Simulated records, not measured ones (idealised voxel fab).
process module | voxel spacer lines
cross-section cut | 280 nm wide | cells 5 nm
A cross-section is a grid of square cells, given in bands from the top down. A band is one or more rows of cells.
Each band's line starts with the height of the band's top and of its bottom, in nm. Then come its materials from left to right, each with its width in nm. One material with "throughout" fills the band from edge to edge. "air" is empty space.
Height 0 is the level under which the wafer as received is all one material. The lowest band goes on downwards, as in "0 down".
A width such as "30 to 40" changes by the same amount from each row of cells to the next, from the band's top row to its bottom row.
"no change" after a step means that no cell of the cross-section changed.
closed voids: empty space of 8 cells or more with no open way to the top, each as width x height at its distance from the left edge, in nm
after a step's settings: what the simulator itself notes on the step
overlay nm, on a step with a mask: how far to the right of its planned place the mask lay; to the left if negative
plan
1 op RECEIVE | material Si
2 op CONFORMAL_DEP | material Al2O3 | thk nm 10
3 op DIRECTIONAL_DEP | material SiN | thk nm 10
4 op DIRECTIONAL_DEP | material aC | thk nm 20
5 op PATTERN | tone cover | mask id MANDREL | material resist | width nm 25 | pitch nm 70 | thk nm 30 | overlay nm 0
6 op DIRECTIONAL_ETCH | etch materials aC | depth nm 20
7 op STRIP | etch materials resist
8 op CONFORMAL_DEP | material SiO2 | thk nm 10
9 op DIRECTIONAL_ETCH | etch materials SiO2 | depth nm 10
10 op STRIP | etch materials aC
11 op DIRECTIONAL_ETCH | etch materials SiN | depth nm 10
12 op STRIP | etch materials SiO2
first wafer, as planned
as received, after step 1
  0 down: Si throughout
  closed voids: none
after step 2
  10 to 0: Al2O3 throughout
  below 0: unchanged
after step 3
  20 to 10: SiN throughout
  below 10: unchanged
after step 4
  40 to 20: aC throughout
  below 20: unchanged
after step 5
  70 to 40: air 55 | resist 25 | air 45 | resist 25 | air 45 | resist 25 | air 60
  below 40: unchanged
after step 6
  50 to 40: air 55 | resist 25 | air 45 | resist 25 | air 45 | resist 25 | air 60
  40 to 20: air 55 | aC 25 | air 45 | aC 25 | air 45 | aC 25 | air 60
  below 20: unchanged
after step 7
  40 to 20: air 55 | aC 25 | air 45 | aC 25 | air 45 | aC 25 | air 60
  below 20: unchanged
after step 8
  50 to 40: air 45 | SiO2 45 | air 25 | SiO2 45 | air 25 | SiO2 45 | air 50
  40 to 30: air 45 | SiO2 10 | aC 25 | SiO2 10 | air 25 | SiO2 10 | aC 25 | SiO2 10 | air 25 | SiO2 10 | aC 25 | SiO2 10 | air 50
  30 to 20: SiO2 55 | aC 25 | SiO2 45 | aC 25 | SiO2 45 | aC 25 | SiO2 60
  below 20: unchanged
after step 9
  40 to 20: air 45 | SiO2 10 | aC 25 | SiO2 10 | air 25 | SiO2 10 | aC 25 | SiO2 10 | air 25 | SiO2 10 | aC 25 | SiO2 10 | air 50
  below 20: unchanged
after step 10
  40 to 20: air 45 | SiO2 10 | air 25 | SiO2 10 | air 25 | SiO2 10 | air 25 | SiO2 10 | air 25 | SiO2 10 | air 25 | SiO2 10 | air 50
  below 20: unchanged
after step 11
  40 to 20: air 45 | SiO2 10 | air 25 | SiO2 10 | air 25 | SiO2 10 | air 25 | SiO2 10 | air 25 | SiO2 10 | air 25 | SiO2 10 | air 50
  20 to 10: air 45 | SiN 10 | air 25 | SiN 10 | air 25 | SiN 10 | air 25 | SiN 10 | air 25 | SiN 10 | air 25 | SiN 10 | air 50
  below 10: unchanged
after step 12
  20 to 10: air 45 | SiN 10 | air 25 | SiN 10 | air 25 | SiN 10 | air 25 | SiN 10 | air 25 | SiN 10 | air 25 | SiN 10 | air 50
  below 10: unchanged
second wafer: like start, like plan, one mistake. Through step 2 it matches the first wafer
when step 3 should have ended
  30 to 10: aC throughout
  below 10: unchanged
when step 4 should have ended
  40 to 30: SiN throughout
  below 30: unchanged
when step 5 should have ended
  70 to 40: air 55 | resist 25 | air 45 | resist 25 | air 45 | resist 25 | air 60
  below 40: unchanged
when step 6 should have ended
  50 to 40: air 55 | resist 25 | air 45 | resist 25 | air 45 | resist 25 | air 60
  below 40: unchanged
when step 7 should have ended
  40 to 30: SiN throughout
  below 30: unchanged
when step 8 should have ended
  50 to 40: SiO2 throughout
  below 40: unchanged
when step 9 should have ended
  40 to 30: SiN throughout
  below 30: unchanged
when step 10 should have ended: no change
when step 11 should have ended
  30 to 10: aC throughout
  below 10: unchanged
when step 12 should have ended: no change
what went wrong: steps 3 and 4 were swapped
at the end the second wafer has, in cells: 24 fewer of SiN | 224 more of aC
